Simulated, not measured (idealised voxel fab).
Herein follows the process module entitled voxel released beams.
Xsec cut, 290 nm wide, square cell size 5 nm.
Square cells in a grid make up a cross-section in this document, and the grid is given as bands, listed from the top down, each one or more rows of cells. Within each band entry, the heights of the top and of the bottom of the band appear first, in that order and in nm; the materials of the band then follow from left to right, each with its corresponding width in nm. The designation "all across" on a single material indicates that it fills the band from edge to edge; the designation "blank" indicates empty space. It should be noted that heights are counted from 0, beneath which the wafer as supplied is of one material throughout, and that the lowest band possesses no lower boundary but continues downward, as written in "0 down". Quick explanation for "30 to 40": the width changes in equal steps down the rows of cells, from the first number in the band's top row to the second number in its bottom row. For the purposes of this document, the phrase "stayed the same" attached to a step denotes that no cell within the cross-section was modified by that step. Enclosed internal cavities: empty space of 8 cells or more with no open way to the top, each as width x height at its distance from the left edge, in nm. On a step's line, text after the settings is the simulator commenting on that step. What "overlay nm" on a step's line means: if the step has a mask, that mask lay this far to the right of its planned place, or, when the value is negative, to the left.

This section lists the process steps that were planned:
1) RECEIVE,material Si
2) CONFORMAL_DEP,material SiN,thk nm 5
3) DIRECTIONAL_DEP,material SiO2,thk nm 15
4) DIRECTIONAL_DEP,material aC,thk nm 10
5) PATTERN,tone open,mask id ANCHOR,material resist,width nm 35,thk nm 25,overlay nm 0
6) DIRECTIONAL_ETCH,etch materials aC,depth nm 10
7) STRIP,etch materials resist
8) DIRECTIONAL_ETCH,etch materials SiO2,depth nm 15
9) STRIP,etch materials aC
10) CONFORMAL_DEP,material TiN,thk nm 15
11) PATTERN,tone cover,mask id BEAM,material resist,width nm 95,thk nm 20,overlay nm 0
12) DIRECTIONAL_ETCH,etch materials TiN,depth nm 15
13) STRIP,etch materials resist
14) STRIP,etch materials SiO2

First wafer out of two, processed as planned:

Cross-section of the incoming wafer, state after step 1:
    0 down = Si all across
    Enclosed internal cavities: none

How the wafer stands in section after step 2:
    5 to 0 = SiN all across
    Rest of section, below 0: as before.

How the wafer stands in section after step 3:
    20 to 5 = SiO2 all across
    Rest of section, below 5: as before.

How the wafer stands in section after step 4:
    30 to 20 = aC all across
    Rest of section, below 20: as before.

How the wafer stands in section after step 5:
    55 to 30 = resist: 100, blank: 35, resist: 155
    Rest of section, below 30: as before.

How the wafer stands in section after step 6:
    45 to 30 = resist: 100, blank: 35, resist: 155
    30 to 20 = aC: 100, blank: 35, aC: 155
    Rest of section, below 20: as before.

How the wafer stands in section after step 7:
    30 to 20 = aC: 100, blank: 35, aC: 155
    Rest of section, below 20: as before.

How the wafer stands in section after step 8:
    30 to 20 = aC: 100, blank: 35, aC: 155
    20 to 5 = SiO2: 100, blank: 35, SiO2: 155
    Rest of section, below 5: as before.

How the wafer stands in section after step 9:
    20 to 5 = SiO2: 100, blank: 35, SiO2: 155
    Rest of section, below 5: as before.

How the wafer stands in section after step 10:
    35 to 20 = TiN: 115, blank: 5, TiN: 170
    20 to 5 = SiO2: 100, TiN: 35, SiO2: 155
    Rest of section, below 5: as before.

How the wafer stands in section after step 11:
    55 to 35 = blank: 95, resist: 95, blank: 100
    35 to 20 = TiN: 115, resist: 5, TiN: 170
    Rest of section, below 20: as before.

How the wafer stands in section after step 12:
    55 to 35 = blank: 95, resist: 95, blank: 100
    35 to 20 = blank: 95, TiN: 20, resist: 5, TiN: 70, blank: 100
    Rest of section, below 20: as before.

How the wafer stands in section after step 13:
    35 to 20 = blank: 95, TiN: 20, blank: 5, TiN: 70, blank: 100
    Rest of section, below 20: as before.

How the wafer stands in section after step 14:
    35 to 20 = blank: 95, TiN: 20, blank: 5, TiN: 70, blank: 100
    20 to 5 = blank: 100, TiN: 35, blank: 155
    Rest of section, below 5: as before.

The remaining wafer, second of the two, started like the first and was run to the same plan, except that one mistake was made along the way; the two coincide through step 1, inclusive:

when step 2 should have ended:
    15 to 0 = SiO2 all across
    Rest of section, below 0: as before.

when step 3 should have ended:
    20 to 15 = SiN all across
    Rest of section, below 15: as before.

when step 4 should have ended:
    30 to 20 = aC all across
    Rest of section, below 20: as before.

when step 5 should have ended:
    55 to 30 = resist: 100, blank: 35, resist: 155
    Rest of section, below 30: as before.

when step 6 should have ended:
    45 to 30 = resist: 100, blank: 35, resist: 155
    30 to 20 = aC: 100, blank: 35, aC: 155
    Rest of section, below 20: as before.

when step 7 should have ended:
    30 to 20 = aC: 100, blank: 35, aC: 155
    Rest of section, below 20: as before.

when step 8 should have ended: stayed the same

when step 9 should have ended:
    20 to 15 = SiN all across
    Rest of section, below 15: as before.

when step 10 should have ended:
    35 to 20 = TiN all across
    Rest of section, below 20: as before.

when step 11 should have ended:
    55 to 35 = blank: 95, resist: 95, blank: 100
    Rest of section, below 35: as before.

when step 12 should have ended:
    55 to 35 = blank: 95, resist: 95, blank: 100
    35 to 20 = blank: 95, TiN: 95, blank: 100
    Rest of section, below 20: as before.

when step 13 should have ended:
    35 to 20 = blank: 95, TiN: 95, blank: 100
    Rest of section, below 20: as before.

when step 14 should have ended: stayed the same
what went wrong: steps 2 and 3 got flipped, so each one ran where the other should have
Final cells, second wafer relative to first, materials higher or lower: SiO2 +174, TiN -18
